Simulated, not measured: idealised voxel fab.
Process module heading - voxel spacer lines
Displayed cross-section: cut, width of 260 nm, square cells sized 5 nm.
When this document writes out a cross-section, it uses a grid of square cells and lists it as bands, beginning at the top and moving down, with a band standing for one or more rows of cells. Top, bottom (nm), then materials left to right with widths (nm); lone material tagged "everywhere" fills the whole band edge to edge; "air" = empty space. Where do heights start? At 0: under that level the wafer as delivered is made of one material only. And the lowest band has no floor; it just carries on downward, as in "0 -> down". So if you see something like "30 to 40" for the width, read it as the top row of the band sitting at the first number and the bottom row at the second, with every row in between moving by the same amount as the last. Take "left unchanged" at face value: in the step it is given for, the cross-section changed in none of its cells. Entry "Closed void listing". Content: empty spaces with no open connection to the top, size 8 cells or greater. Each: width x height at distance. Distance: from left edge. Unit: nm. It should be noted that, on the line of a given step, the content following the step's settings is a remark produced by the simulator itself with respect to that step. Each step line may optionally specify "overlay nm", which for a step with a mask gives the rightward distance between the mask's planned place and where it lay, a negative value indicating the leftward direction.

This section lists the process steps that were planned
1,RECEIVE,material Si
2,CONFORMAL_DEP,material Al2O3,thk nm 5
3,DIRECTIONAL_DEP,material SiN,thk nm 5
4,DIRECTIONAL_DEP,material aC,thk nm 25
5,PATTERN,tone cover,mask id MANDREL,material resist,width nm 20,pitch nm 60,thk nm 35,overlay nm 0
6,DIRECTIONAL_ETCH,etch materials aC,depth nm 25
7,STRIP,etch materials resist
8,CONFORMAL_DEP,material SiO2,thk nm 10
9,DIRECTIONAL_ETCH,etch materials SiO2,depth nm 10
10,STRIP,etch materials aC
11,DIRECTIONAL_ETCH,etch materials SiN,depth nm 15
12,STRIP,etch materials SiO2
What sets these wafers apart? The thk nm at step 3. They all start alike, and the plan carries the first wafer's value.

After step 1, as received: first of several wafers, cross-section
  0 -> down | Si everywhere
  Closed void listing: none

The cross-section of the first of several wafers is given below for the end of the module, after its final step, step 12
  10 -> 5 | 80 air / 10 SiN / 20 air / 10 SiN / 20 air / 10 SiN / 20 air / 10 SiN / 80 air
  5 -> 0 | Al2O3 everywhere
  0 -> down | Si everywhere
  Closed void listing: none

End of module, last wafer sectioned
  35 -> 20 | 80 air / 10 SiN / 20 air / 10 SiN / 20 air / 10 SiN / 20 air / 10 SiN / 80 air
  20 -> 5 | SiN everywhere
  5 -> 0 | Al2O3 everywhere
  0 -> down | Si everywhere
  Closed void listing: none

So in this table every wafer gets its own row, and what you see is where it stands at the end of the module: for each material, how many cells it picked up (+) or gave up (-) since we received it, and after that its closed voids
thk nm 5; +52 Al2O3; +8 SiN; Closed void listing: none
thk nm 10; +52 Al2O3; +16 SiN; Closed void listing: none
thk nm 15; +52 Al2O3; +24 SiN; Closed void listing: none
thk nm 20; +52 Al2O3; +76 SiN; Closed void listing: none
thk nm 25; +52 Al2O3; +128 SiN; Closed void listing: none
thk nm 30; +52 Al2O3; +180 SiN; Closed void listing: none
